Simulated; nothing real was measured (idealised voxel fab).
The name of this process module is voxel released beams.
Cross-sectional view cut (width: 195 nm; square cell size: 5 nm).
Throughout this document, each cross-section is represented as a grid of square cells and is presented as a sequence of bands enumerated from the top downward, where a band comprises one or more rows of cells. In this notation a band is specified by the heights of its top and bottom, in that order and in nm, after which its materials appear from left to right, each paired with its width in nm. The word "full width" attached to a single material means that material fills the band from edge to edge; the word "air" stands for empty space. Heights are measured from 0, the level below which the as-received wafer is all one material; the lowest band has no bottom and continues downward, written as in "0 nm and below". Top row gets the first number, bottom row gets the second, and each row in between changes by the same step: that is how a band width like "30->40" works. The cross-section has no changed cell in any step marked "no change". "Completely sealed voids" contains a list of empty spaces, each no smaller than 8 cells and without an open way to the top, written in the form width x height at distance with the distance from the left edge and all three in nm. If you see something after the settings on a step's line, that's the simulator's own remark about that step. You can add "overlay nm" to a step's line. For a step with a mask, it describes how far the mask lay to the right of its planned position, and a negative number describes a lay to the left.
The process steps that were planned are listed below
1: RECEIVE | material Si
2: CONFORMAL_DEP | material SiN | thk nm 5
3: DIRECTIONAL_DEP | material SiO2 | thk nm 10
4: MASKED_ETCH | tone open | mask id ANCHOR | width nm 45 | etch materials SiO2 | depth nm 10 | overlay nm 0
5: CONFORMAL_DEP | material TiN | thk nm 15
6: DIRECTIONAL_DEP | material aC | thk nm 10
7: PATTERN | tone cover | mask id BEAM | material resist | width nm 120 | thk nm 30 | overlay nm -15
8: DIRECTIONAL_ETCH | etch materials aC | depth nm 10
9: STRIP | etch materials resist
10: DIRECTIONAL_ETCH | etch materials TiN | depth nm 15
11: STRIP | etch materials aC
12: STRIP | etch materials SiO2
The wafers in this document start out alike and differ in the overlay nm applied at step 7; the plan shows the value used for the first wafer.
First of several wafers (as received, post step 1), cross-sectional view
- 0 nm and below | Si full width
- Completely sealed voids: none
Shown in cross-section: the first of several wafers at the end of the module, after its last step, step 12
- 30 nm to 20 nm | air: 20 / TiN: 35 / air: 15 / TiN: 70 / air: 55
- 20 nm to 15 nm | air: 20 / TiN: 120 / air: 55
- 15 nm to 5 nm | air: 40 / TiN: 45 / air: 110
- 5 nm to 0 nm | SiN full width
- 0 nm and below | Si full width
- Completely sealed voids: none
Wafer cross-section (last wafer, module end)
- 30 nm to 20 nm | air: 50 / TiN: 5 / air: 15 / TiN: 100 / air: 25
- 20 nm to 15 nm | air: 50 / TiN: 120 / air: 25
- 15 nm to 5 nm | air: 40 / TiN: 45 / air: 110
- 5 nm to 0 nm | SiN full width
- 0 nm and below | Si full width
- Completely sealed voids: none
So in this table every wafer gets its own row, and what you see is where it stands at the end of the module: for each material, how many cells it picked up (+) or gave up (-) since we received it, and after that its closed voids
overlay nm -15, +39 SiN, +84 TiN, Completely sealed voids: none
overlay nm -10, +39 SiN, +84 TiN, Completely sealed voids: none
overlay nm -5, +39 SiN, +84 TiN, Completely sealed voids: none
overlay nm 0, +39 SiN, +84 TiN, Completely sealed voids: none
overlay nm 5, +39 SiN, +84 TiN, Completely sealed voids: none
overlay nm 10, +39 SiN, +84 TiN, Completely sealed voids: none
overlay nm 15, +39 SiN, +84 TiN, Completely sealed voids: none
